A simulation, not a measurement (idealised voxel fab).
Process module name: voxel wiring stack
Section cut is 240 nm wide and gridded with 5 nm square cells.
Heads up, the way a cross-section reads in here is a grid of square cells, handed over as bands from the top down, with every band being one or more rows of cells.
A band entry consists of two parts. The first gives the height of the band's top and the height of its bottom, in nm. The rest lists the band's materials from left to right, each with its width in nm. A single material labelled with the word "full width" fills the band from edge to edge, and the word "air" marks empty space.
Heights are expressed relative to 0, this being the level below which the as-received wafer comprises one material exclusively. The lowest band is unbounded in the downward direction and is denoted as in "0 and below".
Width spec "30..40" -> top row of cells at first value, bottom row at second value, equal per-row change in between.
Any step labelled "no modification" changed none of the cells in the cross-section.
Listed in "Closed empty spaces": every empty space of 8 or more cells without an open way to the top. Form: width x height at distance, the distance being from the left edge, all in nm.
Whatever follows a step's settings on its line is a remark the simulator itself makes about that step.
Regarding "overlay nm": on a step with a mask, it is the distance the mask lay to the right of its planned place; a negative value places it to the left.
# Planned step list for the process
step 1: RECEIVE with material Si
step 2: CONFORMAL_DEP with material SiO2, thk nm 10
step 3: CONFORMAL_DEP with material SiN, thk nm 5
step 4: DIRECTIONAL_DEP with material lowk, thk nm 15
step 5: MASKED_ETCH with tone open, mask id METAL_1, width nm 30, pitch nm 45, etch materials lowk, depth nm 15, overlay nm 0
step 6: MASKED_ETCH with tone open, mask id METAL_1, width nm 30, pitch nm 45, etch materials SiN, depth nm 5, overlay nm 0
step 7: CONFORMAL_DEP with material TiN, thk nm 5
step 8: FILL_DEP with material Cu, thk nm 5
step 9: CMP with height nm 30
step 10: CONFORMAL_DEP with material SiCN, thk nm 5
step 11: DIRECTIONAL_DEP with material SiO2, thk nm 10
step 12: PATTERN with tone open, mask id PLUG_1, material resist, width nm 15, pitch nm 45, thk nm 20, overlay nm 0
step 13: DIRECTIONAL_ETCH with etch materials SiO2, depth nm 10
step 14: DIRECTIONAL_ETCH with etch materials SiCN, depth nm 5
step 15: STRIP with etch materials resist
step 16: CONFORMAL_DEP with material TiN, thk nm 5
step 17: FILL_DEP with material W, thk nm 5
step 18: CMP with height nm 45
step 19: DIRECTIONAL_DEP with material TiN, thk nm 5
step 20: DIRECTIONAL_DEP with material W, thk nm 15
step 21: PATTERN with tone cover, mask id METAL_2, material resist, width nm 30, pitch nm 45, thk nm 20, overlay nm 0
step 22: DIRECTIONAL_ETCH with etch materials W, depth nm 15
step 23: DIRECTIONAL_ETCH with etch materials TiN, depth nm 5
step 24: STRIP with etch materials resist
step 25: FILL_DEP with material lowk, thk nm 10
step 26: CMP with height nm 65
step 27: CONFORMAL_DEP with material SiCN, thk nm 5
step 28: DIRECTIONAL_DEP with material lowk, thk nm 10
step 29: PATTERN with tone open, mask id PLUG_2, material resist, width nm 15, pitch nm 90, thk nm 15, overlay nm 0
step 30: DIRECTIONAL_ETCH with etch materials lowk, depth nm 10
step 31: DIRECTIONAL_ETCH with etch materials SiCN, depth nm 5
step 32: STRIP with etch materials resist
step 33: EPI with material Ru, thk nm 10
step 34: EPI with material Ru, thk nm 5
step 35: CONFORMAL_DEP with material SiCN, thk nm 5
step 36: DIRECTIONAL_DEP with material SiO2, thk nm 20
step 37: MASKED_ETCH with tone open, mask id METAL_3, width nm 30, pitch nm 45, etch materials SiO2, depth nm 20, overlay nm 0
step 38: MASKED_ETCH with tone open, mask id METAL_3, width nm 30, pitch nm 45, etch materials SiCN, depth nm 5, overlay nm 0
step 39: CONFORMAL_DEP with material TiN, thk nm 5
step 40: FILL_DEP with material Cu, thk nm 10
step 41: CMP with height nm 105
step 42: CONFORMAL_DEP with material SiCN, thk nm 5
step 43: DIRECTIONAL_DEP with material lowk, thk nm 35
step 44: MASKED_ETCH with tone open, mask id METAL_4, width nm 30, pitch nm 45, etch materials lowk, depth nm 20, overlay nm 0
step 45: MASKED_ETCH with tone open, mask id METAL_4_HOLES, width nm 15, pitch nm 45, etch materials lowk, depth nm 15, overlay nm 0
step 46: MASKED_ETCH with tone open, mask id METAL_4_HOLES, width nm 15, pitch nm 45, etch materials SiCN, depth nm 5, overlay nm 0
step 47: CONFORMAL_DEP with material TiN, thk nm 5
step 48: FILL_DEP with material Cu, thk nm 5
step 49: CMP with height nm 145
step 50: CONFORMAL_DEP with material SiN, thk nm 5
# As received (post step 1): cross-section
* 0 and below  Si full width
* Closed empty spaces: none
# The first of two wafers, cross-sectioned at the end of the module, with the run proceeding as planned
* 150 down to 145  SiN full width
* 145 down to 130  lowk 60; TiN 5; Cu 20; TiN 5; lowk 15; TiN 5; Cu 20; TiN 5; lowk 15; TiN 5; Cu 20; TiN 5; lowk 60
* 130 down to 125  lowk 60; TiN 5; Cu 5; TiN 20; lowk 15; TiN 5; Cu 5; TiN 20; lowk 15; TiN 5; Cu 5; TiN 20; lowk 60
* 125 down to 110  lowk 60; TiN 5; Cu 5; TiN 5; lowk 30; TiN 5; Cu 5; TiN 5; lowk 30; TiN 5; Cu 5; TiN 5; lowk 75
* 110 down to 105  SiCN 60; TiN 15; SiCN 30; TiN 15; SiCN 30; TiN 15; SiCN 75
* 105 down to 85  SiO2 60; TiN 5; Cu 20; TiN 5; SiO2 15; TiN 5; Cu 20; TiN 5; SiO2 15; TiN 5; Cu 20; TiN 5; SiO2 60
* 85 down to 80  SiCN 60; TiN 30; SiCN 15; TiN 30; SiCN 15; TiN 30; SiCN 60
* 80 down to 70  lowk 60; Ru 15; lowk 75; Ru 15; lowk 75
* 70 down to 65  SiCN 60; Ru 15; SiCN 75; Ru 15; SiCN 75
* 65 down to 50  lowk 60; W 30; lowk 15; W 30; lowk 15; W 30; lowk 60
* 50 down to 45  lowk 60; TiN 30; lowk 15; TiN 30; lowk 15; TiN 30; lowk 60
* 45 down to 35  SiO2 60; TiN 5; W 5; TiN 5; SiO2 30; TiN 5; W 5; TiN 5; SiO2 30; TiN 5; W 5; TiN 5; SiO2 75
* 35 down to 30  SiCN 60; TiN 15; SiCN 30; TiN 15; SiCN 30; TiN 15; SiCN 75
* 30 down to 15  lowk 60; TiN 5; Cu 20; TiN 5; lowk 15; TiN 5; Cu 20; TiN 5; lowk 15; TiN 5; Cu 20; TiN 5; lowk 60
* 15 down to 10  SiN 60; TiN 30; SiN 15; TiN 30; SiN 15; TiN 30; SiN 60
* 10 down to 0  SiO2 full width
* 0 and below  Si full width
* Closed empty spaces: none
# This is the second of the two wafers, cross-sectioned at the end of the module; it started exactly like the first and was given the same plan, but it was run with one mistake
* 150 down to 145  SiN full width
* 145 down to 135  lowk 60; TiN 5; Cu 15; TiN 5; lowk 20; TiN 5; Cu 15; TiN 5; lowk 20; TiN 5; Cu 15; TiN 5; lowk 65
* 135 down to 130  lowk 60; TiN 10; Cu 10; TiN 5; lowk 20; TiN 10; Cu 10; TiN 5; lowk 20; TiN 10; Cu 10; TiN 5; lowk 65
* 130 down to 125  lowk 65; TiN 20; lowk 25; TiN 20; lowk 25; TiN 20; lowk 65
* 125 down to 110  lowk 65; TiN 10; lowk 35; TiN 10; lowk 35; TiN 10; lowk 75
* 110 down to 105  SiCN 65; TiN 10; SiCN 35; TiN 10; SiCN 35; TiN 10; SiCN 75
* 105 down to 85  SiO2 60; TiN 5; Cu 20; TiN 5; SiO2 15; TiN 5; Cu 20; TiN 5; SiO2 15; TiN 5; Cu 20; TiN 5; SiO2 60
* 85 down to 80  SiCN 60; TiN 30; SiCN 15; TiN 30; SiCN 15; TiN 30; SiCN 60
* 80 down to 70  lowk 60; Ru 15; lowk 75; Ru 15; lowk 75
* 70 down to 65  SiCN 60; Ru 15; SiCN 75; Ru 15; SiCN 75
* 65 down to 50  lowk 60; W 30; lowk 15; W 30; lowk 15; W 30; lowk 60
* 50 down to 45  lowk 60; TiN 30; lowk 15; TiN 30; lowk 15; TiN 30; lowk 60
* 45 down to 35  SiO2 60; TiN 5; W 5; TiN 5; SiO2 30; TiN 5; W 5; TiN 5; SiO2 30; TiN 5; W 5; TiN 5; SiO2 75
* 35 down to 30  SiCN 60; TiN 15; SiCN 30; TiN 15; SiCN 30; TiN 15; SiCN 75
* 30 down to 15  lowk 60; TiN 5; Cu 20; TiN 5; lowk 15; TiN 5; Cu 20; TiN 5; lowk 15; TiN 5; Cu 20; TiN 5; lowk 60
* 15 down to 10  SiN 60; TiN 30; SiN 15; TiN 30; SiN 15; TiN 30; SiN 60
* 10 down to 0  SiO2 full width
* 0 and below  Si full width
* Closed empty spaces: none
Heads up, the wafer didn't run the way we planned it: note that step 44 departed from the planned setting and was carried out as MASKED_ETCH with tone open, mask id METAL_4, width nm 20, pitch nm 45, etch materials lowk, depth nm 20, overlay nm 0
Once processing is complete, comparing cell counts shows that the second wafer has more or fewer of certain materials than the first: Cu -24 | SiCN +3 | TiN -3 | lowk +24
